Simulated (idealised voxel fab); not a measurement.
Proc. module: voxel trench capacitor
Section cut is 240 nm wide and gridded with 5 nm square cells.
The cross-sections in this document take the form of a grid made of square cells. They are written out as bands, in order from top to bottom. Each band consists of one or more rows of cells.
It is stipulated that each band's entry specify, in nanometres, the height of the top of the band and then that of its bottom, followed by the materials of the band in left-to-right sequence, each together with its width in nanometres. A single material marked by the word "full width" is understood to fill the band from edge to edge; the word "blank" is understood to denote empty space.
The level at which height equals 0 is the one under which the wafer, as it arrives, is entirely one material. No lower edge exists for the bottom band, which continues downward and is notated as in "0 down".
The two numbers in a width such as "30 to 40" mark its ends across the band: the first belongs to the top row of cells, the second to the bottom row, and from each row to the next the width moves by the same amount.
Basically "nothing different" means that step didn't change any cell in the cross-section.
The label "Voids, fully enclosed" introduces a list of the empty spaces, 8 cells or larger, that have no open way up to the top; each entry in it reads width x height at distance, where the distance is taken from the left edge and all three are stated in nm.
Formally, on a step line, whatever follows the settings is a remark that the simulator itself makes on the step.
overlay nm, on a step with a mask: how far to the right of its planned place the mask lay; to the left if negative
[Planned process steps]
1) op RECEIVE | material Si
2) op CONFORMAL_DEP | material SiN | thk nm 10
3) op MASKED_ETCH | tone open | mask id TRENCH | width nm 25 | pitch nm 40 | etch materials SiN | depth nm 10 | overlay nm 0
4) op MASKED_ETCH | tone open | mask id TRENCH | width nm 25 | pitch nm 40 | etch materials Si | depth nm 25 | overlay nm 0
5) op CONFORMAL_DEP | material Al2O3 | thk nm 5
6) op CONFORMAL_DEP | material TiN | thk nm 5
7) op FILL_DEP | material W | thk nm 10
8) op CMP | height nm 10
[Cross-section, incoming material, after step 1]
- 0 down: Si full width
- Voids, fully enclosed: none
[Result of the module, cross-sectioned: start per above, plan per above, one error in how it was run]
- 10 to 0: 45 SiN, then 5 Al2O3, then 5 TiN, then 5 W, then 5 TiN, then 5 Al2O3, then 15 SiN, then 5 Al2O3, then 5 TiN, then 5 W, then 5 TiN, then 5 Al2O3, then 15 SiN, then 5 Al2O3, then 5 TiN, then 5 W, then 5 TiN, then 5 Al2O3, then 15 SiN, then 5 Al2O3, then 5 TiN, then 5 W, then 5 TiN, then 5 Al2O3, then 50 SiN
- 0 to -40: 45 Si, then 5 Al2O3, then 5 TiN, then 5 W, then 5 TiN, then 5 Al2O3, then 15 Si, then 5 Al2O3, then 5 TiN, then 5 W, then 5 TiN, then 5 Al2O3, then 15 Si, then 5 Al2O3, then 5 TiN, then 5 W, then 5 TiN, then 5 Al2O3, then 15 Si, then 5 Al2O3, then 5 TiN, then 5 W, then 5 TiN, then 5 Al2O3, then 50 Si
- -40 to -45: 45 Si, then 5 Al2O3, then 15 TiN, then 5 Al2O3, then 15 Si, then 5 Al2O3, then 15 TiN, then 5 Al2O3, then 15 Si, then 5 Al2O3, then 15 TiN, then 5 Al2O3, then 15 Si, then 5 Al2O3, then 15 TiN, then 5 Al2O3, then 50 Si
- -45 to -50: 45 Si, then 25 Al2O3, then 15 Si, then 25 Al2O3, then 15 Si, then 25 Al2O3, then 15 Si, then 25 Al2O3, then 50 Si
- -50 down: Si full width
- Voids, fully enclosed: none
Finding, execution versus plan: execution of plan step 4 occurred twice
